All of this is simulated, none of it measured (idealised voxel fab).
Documented hereafter: the process module known as voxel self aligned vias.
The cross-section on display is named cut; it measures 295 nm wide, and its cells are 5 nm squares.
In what follows, cross-sections appear as grids of square cells, described through bands that run from the top down, where every band is one or more rows of cells.
Each band's line starts with the height of the band's top and of its bottom, in nm. Then come its materials from left to right, each with its width in nm. One material with "full width" fills the band from edge to edge. "air" is empty space.
Height datum 0, below which the as-received substrate wafer is one material. Lowest band open at the bottom, running downward: "0 down".
Width spec "30..40" -> top row of cells at first value, bottom row at second value, equal per-row change in between.
Step marked "no change occurred"? Then no cell in the cross-section changed in it.
For the entry "Closed voids list", the listed items are empty spaces with no open way to the top whose size is 8 cells or more; each item follows the pattern width x height at distance, where distance is from the left edge and all three are in nm.
That trailing text on a step's line, after the settings, is the simulator's own remark on the step.
"overlay nm", when on a step's line for a step with a mask, measures how far to the right of its planned place the mask lay; a negative measure means to the left.
### These are the steps we planned for the process
| 1 | RECEIVE, material Si |
| 2 | CONFORMAL_DEP, material SiO2, thk nm 15 |
| 3 | CONFORMAL_DEP, material SiCN, thk nm 5 |
| 4 | DIRECTIONAL_DEP, material lowk, thk nm 25 |
| 5 | MASKED_ETCH, tone open, mask id LINES, width nm 20, pitch nm 70, etch materials lowk, depth nm 25, overlay nm 0 |
| 6 | CONFORMAL_DEP, material TiN, thk nm 5 |
| 7 | FILL_DEP, material W, thk nm 10 |
| 8 | CMP, height nm 45 |
| 9 | SELECTIVE_ETCH, etch materials W Ru TiN, depth nm 10 |
| 10 | FILL_DEP, material SiN, thk nm 5 |
| 11 | CMP, height nm 45 |
| 12 | DIRECTIONAL_DEP, material lowk, thk nm 20 |
| 13 | DIRECTIONAL_DEP, material aC, thk nm 15 |
| 14 | PATTERN, tone open, mask id VIAS, material resist, width nm 40, pitch nm 70, thk nm 35, overlay nm 0 |
| 15 | DIRECTIONAL_ETCH, etch materials aC, depth nm 15 |
| 16 | STRIP, etch materials resist |
| 17 | DIRECTIONAL_ETCH, etch materials lowk, depth nm 20 |
| 18 | DIRECTIONAL_ETCH, etch materials SiN, depth nm 10 |
| 19 | STRIP, etch materials aC |
| 20 | CONFORMAL_DEP, material TiN, thk nm 5 |
| 21 | FILL_DEP, material Cu, thk nm 10 |
| 22 | CMP, height nm 65 |
| 23 | CONFORMAL_DEP, material SiCN, thk nm 5 |
### First of the two wafers, run per plan
### Cross-section of the wafer as it came to us, i.e., already through step 1
> 0 down: Si full width
> Closed voids list: none
### Cross-sectional representation of the wafer at the conclusion of step 2
> 15 to 0: SiO2 full width
> Everything below 0 is unchanged.
### Cross-sectional representation of the wafer at the conclusion of step 3
> 20 to 15: SiCN full width
> Everything below 15 is unchanged.
### Cross-sectional representation of the wafer at the conclusion of step 4
> 45 to 20: lowk full width
> Everything below 20 is unchanged.
### Cross-sectional representation of the wafer at the conclusion of step 5
> 45 to 20: lowk=65 / air=20 / lowk=50 / air=20 / lowk=50 / air=20 / lowk=70
> Everything below 20 is unchanged.
### Cross-sectional representation of the wafer at the conclusion of step 6
> 50 to 45: TiN=70 / air=10 / TiN=60 / air=10 / TiN=60 / air=10 / TiN=75
> 45 to 25: lowk=65 / TiN=5 / air=10 / TiN=5 / lowk=50 / TiN=5 / air=10 / TiN=5 / lowk=50 / TiN=5 / air=10 / TiN=5 / lowk=70
> 25 to 20: lowk=65 / TiN=20 / lowk=50 / TiN=20 / lowk=50 / TiN=20 / lowk=70
> Everything below 20 is unchanged.
### Cross-sectional representation of the wafer at the conclusion of step 7
> 60 to 50: W full width
> 50 to 45: TiN=70 / W=10 / TiN=60 / W=10 / TiN=60 / W=10 / TiN=75
> 45 to 25: lowk=65 / TiN=5 / W=10 / TiN=5 / lowk=50 / TiN=5 / W=10 / TiN=5 / lowk=50 / TiN=5 / W=10 / TiN=5 / lowk=70
> Everything below 25 is unchanged.
### Cross-sectional representation of the wafer at the conclusion of step 8
> 45 to 25: lowk=65 / TiN=5 / W=10 / TiN=5 / lowk=50 / TiN=5 / W=10 / TiN=5 / lowk=50 / TiN=5 / W=10 / TiN=5 / lowk=70
> Everything below 25 is unchanged.
### Cross-sectional representation of the wafer at the conclusion of step 9
> 45 to 35: lowk=65 / air=20 / lowk=50 / air=20 / lowk=50 / air=20 / lowk=70
> Everything below 35 is unchanged.
### Cross-sectional representation of the wafer at the conclusion of step 10
> 50 to 45: SiN full width
> 45 to 35: lowk=65 / SiN=20 / lowk=50 / SiN=20 / lowk=50 / SiN=20 / lowk=70
> Everything below 35 is unchanged.
### Cross-sectional representation of the wafer at the conclusion of step 11
> 45 to 35: lowk=65 / SiN=20 / lowk=50 / SiN=20 / lowk=50 / SiN=20 / lowk=70
> Everything below 35 is unchanged.
### Cross-sectional representation of the wafer at the conclusion of step 12
> 65 to 45: lowk full width
> Everything below 45 is unchanged.
### Cross-sectional representation of the wafer at the conclusion of step 13
> 80 to 65: aC full width
> Everything below 65 is unchanged.
### Cross-sectional representation of the wafer at the conclusion of step 14
> 115 to 80: resist=55 / air=40 / resist=30 / air=40 / resist=30 / air=40 / resist=60
> Everything below 80 is unchanged.
### Cross-sectional representation of the wafer at the conclusion of step 15
> 100 to 80: resist=55 / air=40 / resist=30 / air=40 / resist=30 / air=40 / resist=60
> 80 to 65: aC=55 / air=40 / aC=30 / air=40 / aC=30 / air=40 / aC=60
> Everything below 65 is unchanged.
### Cross-sectional representation of the wafer at the conclusion of step 16
> 80 to 65: aC=55 / air=40 / aC=30 / air=40 / aC=30 / air=40 / aC=60
> Everything below 65 is unchanged.
### Cross-sectional representation of the wafer at the conclusion of step 17
> 80 to 65: aC=55 / air=40 / aC=30 / air=40 / aC=30 / air=40 / aC=60
> 65 to 45: lowk=55 / air=40 / lowk=30 / air=40 / lowk=30 / air=40 / lowk=60
> Everything below 45 is unchanged.
### Cross-sectional representation of the wafer at the conclusion of step 18
> 80 to 65: aC=55 / air=40 / aC=30 / air=40 / aC=30 / air=40 / aC=60
> 65 to 45: lowk=55 / air=40 / lowk=30 / air=40 / lowk=30 / air=40 / lowk=60
> 45 to 35: lowk=65 / air=20 / lowk=50 / air=20 / lowk=50 / air=20 / lowk=70
> Everything below 35 is unchanged.
### Cross-sectional representation of the wafer at the conclusion of step 19
> 65 to 45: lowk=55 / air=40 / lowk=30 / air=40 / lowk=30 / air=40 / lowk=60
> Everything below 45 is unchanged.
### Cross-sectional representation of the wafer at the conclusion of step 20
> 70 to 65: TiN=60 / air=30 / TiN=40 / air=30 / TiN=40 / air=30 / TiN=65
> 65 to 50: lowk=55 / TiN=5 / air=30 / TiN=5 / lowk=30 / TiN=5 / air=30 / TiN=5 / lowk=30 / TiN=5 / air=30 / TiN=5 / lowk=60
> 50 to 40: lowk=55..65 / TiN=15..5 / air=10 / TiN=15..5 / lowk=30..50 / TiN=15..5 / air=10 / TiN=15..5 / lowk=30..50 / TiN=15..5 / air=10 / TiN=15..5 / lowk=60..70
> 40 to 35: lowk=65 / TiN=20 / lowk=50 / TiN=20 / lowk=50 / TiN=20 / lowk=70
> Everything below 35 is unchanged.
### Cross-sectional representation of the wafer at the conclusion of step 21
> 80 to 70: Cu full width
> 70 to 65: TiN=60 / Cu=30 / TiN=40 / Cu=30 / TiN=40 / Cu=30 / TiN=65
> 65 to 50: lowk=55 / TiN=5 / Cu=30 / TiN=5 / lowk=30 / TiN=5 / Cu=30 / TiN=5 / lowk=30 / TiN=5 / Cu=30 / TiN=5 / lowk=60
> 50 to 40: lowk=55..65 / TiN=15..5 / Cu=10 / TiN=15..5 / lowk=30..50 / TiN=15..5 / Cu=10 / TiN=15..5 / lowk=30..50 / TiN=15..5 / Cu=10 / TiN=15..5 / lowk=60..70
> Everything below 40 is unchanged.
### Cross-sectional representation of the wafer at the conclusion of step 22
> 65 to 50: lowk=55 / TiN=5 / Cu=30 / TiN=5 / lowk=30 / TiN=5 / Cu=30 / TiN=5 / lowk=30 / TiN=5 / Cu=30 / TiN=5 / lowk=60
> Everything below 50 is unchanged.
### Cross-sectional representation of the wafer at the conclusion of step 23
> 70 to 65: SiCN full width
> Everything below 65 is unchanged.
### Second wafer. Start and plan as for the first. One mistake made in running. Agrees with the first up to and including step 4
### Cross-sectional view of the second wafer at the intended end time of process step 5
> 45 to 20: lowk=70 / air=15 / lowk=55 / air=15 / lowk=55 / air=15 / lowk=70
> Everything below 20 is unchanged.
### Cross-sectional view of the second wafer at the intended end time of process step 6
> 50 to 45: TiN=75 / air=5 / TiN=65 / air=5 / TiN=65 / air=5 / TiN=75
> 45 to 25: lowk=70 / TiN=5 / air=5 / TiN=5 / lowk=55 / TiN=5 / air=5 / TiN=5 / lowk=55 / TiN=5 / air=5 / TiN=5 / lowk=70
> 25 to 20: lowk=70 / TiN=15 / lowk=55 / TiN=15 / lowk=55 / TiN=15 / lowk=70
> Everything below 20 is unchanged.
### Cross-sectional view of the second wafer at the intended end time of process step 7
> 60 to 50: W full width
> 50 to 45: TiN=75 / W=5 / TiN=65 / W=5 / TiN=65 / W=5 / TiN=75
> 45 to 25: lowk=70 / TiN=5 / W=5 / TiN=5 / lowk=55 / TiN=5 / W=5 / TiN=5 / lowk=55 / TiN=5 / W=5 / TiN=5 / lowk=70
> Everything below 25 is unchanged.
### Cross-sectional view of the second wafer at the intended end time of process step 8
> 45 to 25: lowk=70 / TiN=5 / W=5 / TiN=5 / lowk=55 / TiN=5 / W=5 / TiN=5 / lowk=55 / TiN=5 / W=5 / TiN=5 / lowk=70
> Everything below 25 is unchanged.
### Cross-sectional view of the second wafer at the intended end time of process step 9
> 45 to 35: lowk=70 / air=15 / lowk=55 / air=15 / lowk=55 / air=15 / lowk=70
> Everything below 35 is unchanged.
### Cross-sectional view of the second wafer at the intended end time of process step 10
> 50 to 45: SiN full width
> 45 to 35: lowk=70 / SiN=15 / lowk=55 / SiN=15 / lowk=55 / SiN=15 / lowk=70
> Everything below 35 is unchanged.
### Cross-sectional view of the second wafer at the intended end time of process step 11
> 45 to 35: lowk=70 / SiN=15 / lowk=55 / SiN=15 / lowk=55 / SiN=15 / lowk=70
> Everything below 35 is unchanged.
### Cross-sectional view of the second wafer at the intended end time of process step 12
> 65 to 45: lowk full width
> Everything below 45 is unchanged.
### Cross-sectional view of the second wafer at the intended end time of process step 13
> 80 to 65: aC full width
> Everything below 65 is unchanged.
### Cross-sectional view of the second wafer at the intended end time of process step 14
> 115 to 80: resist=55 / air=40 / resist=30 / air=40 / resist=30 / air=40 / resist=60
> Everything below 80 is unchanged.
### Cross-sectional view of the second wafer at the intended end time of process step 15
> 100 to 80: resist=55 / air=40 / resist=30 / air=40 / resist=30 / air=40 / resist=60
> 80 to 65: aC=55 / air=40 / aC=30 / air=40 / aC=30 / air=40 / aC=60
> Everything below 65 is unchanged.
### Cross-sectional view of the second wafer at the intended end time of process step 16
> 80 to 65: aC=55 / air=40 / aC=30 / air=40 / aC=30 / air=40 / aC=60
> Everything below 65 is unchanged.
### Cross-sectional view of the second wafer at the intended end time of process step 17
> 80 to 65: aC=55 / air=40 / aC=30 / air=40 / aC=30 / air=40 / aC=60
> 65 to 45: lowk=55 / air=40 / lowk=30 / air=40 / lowk=30 / air=40 / lowk=60
> Everything below 45 is unchanged.
### Cross-sectional view of the second wafer at the intended end time of process step 18
> 80 to 65: aC=55 / air=40 / aC=30 / air=40 / aC=30 / air=40 / aC=60
> 65 to 45: lowk=55 / air=40 / lowk=30 / air=40 / lowk=30 / air=40 / lowk=60
> 45 to 35: lowk=70 / air=15 / lowk=55 / air=15 / lowk=55 / air=15 / lowk=70
> Everything below 35 is unchanged.
### Cross-sectional view of the second wafer at the intended end time of process step 19
> 65 to 45: lowk=55 / air=40 / lowk=30 / air=40 / lowk=30 / air=40 / lowk=60
> Everything below 45 is unchanged.
### Cross-sectional view of the second wafer at the intended end time of process step 20
> 70 to 65: TiN=60 / air=30 / TiN=40 / air=30 / TiN=40 / air=30 / TiN=65
> 65 to 50: lowk=55 / TiN=5 / air=30 / TiN=5 / lowk=30 / TiN=5 / air=30 / TiN=5 / lowk=30 / TiN=5 / air=30 / TiN=5 / lowk=60
> 50 to 40: lowk=55..70 / TiN=20..5 / air=5 / TiN=15..5 / lowk=30..55 / TiN=20..5 / air=5 / TiN=15..5 / lowk=30..55 / TiN=20..5 / air=5 / TiN=15..5 / lowk=60..70
> 40 to 35: lowk=70 / TiN=15 / lowk=55 / TiN=15 / lowk=55 / TiN=15 / lowk=70
> Everything below 35 is unchanged.
### Cross-sectional view of the second wafer at the intended end time of process step 21
> 80 to 70: Cu full width
> 70 to 65: TiN=60 / Cu=30 / TiN=40 / Cu=30 / TiN=40 / Cu=30 / TiN=65
> 65 to 50: lowk=55 / TiN=5 / Cu=30 / TiN=5 / lowk=30 / TiN=5 / Cu=30 / TiN=5 / lowk=30 / TiN=5 / Cu=30 / TiN=5 / lowk=60
> 50 to 40: lowk=55..70 / TiN=20..5 / Cu=5 / TiN=15..5 / lowk=30..55 / TiN=20..5 / Cu=5 / TiN=15..5 / lowk=30..55 / TiN=20..5 / Cu=5 / TiN=15..5 / lowk=60..70
> Everything below 40 is unchanged.
### Cross-sectional view of the second wafer at the intended end time of process step 22
> 65 to 50: lowk=55 / TiN=5 / Cu=30 / TiN=5 / lowk=30 / TiN=5 / Cu=30 / TiN=5 / lowk=30 / TiN=5 / Cu=30 / TiN=5 / lowk=60
> Everything below 50 is unchanged.
### Cross-sectional view of the second wafer at the intended end time of process step 23
> 70 to 65: SiCN full width
> Everything below 65 is unchanged.
Heads up, the wafer didn't run the way we planned it: step 5, actual vs plan mismatch, actual run MASKED_ETCH, tone open, mask id LINES, width nm 15, pitch nm 70, etch materials lowk, depth nm 25, overlay nm 0
Wafer comparison, final, in cells, second relative to first, materials more or fewer: -6 Cu | -3 TiN | -6 W | +15 lowk
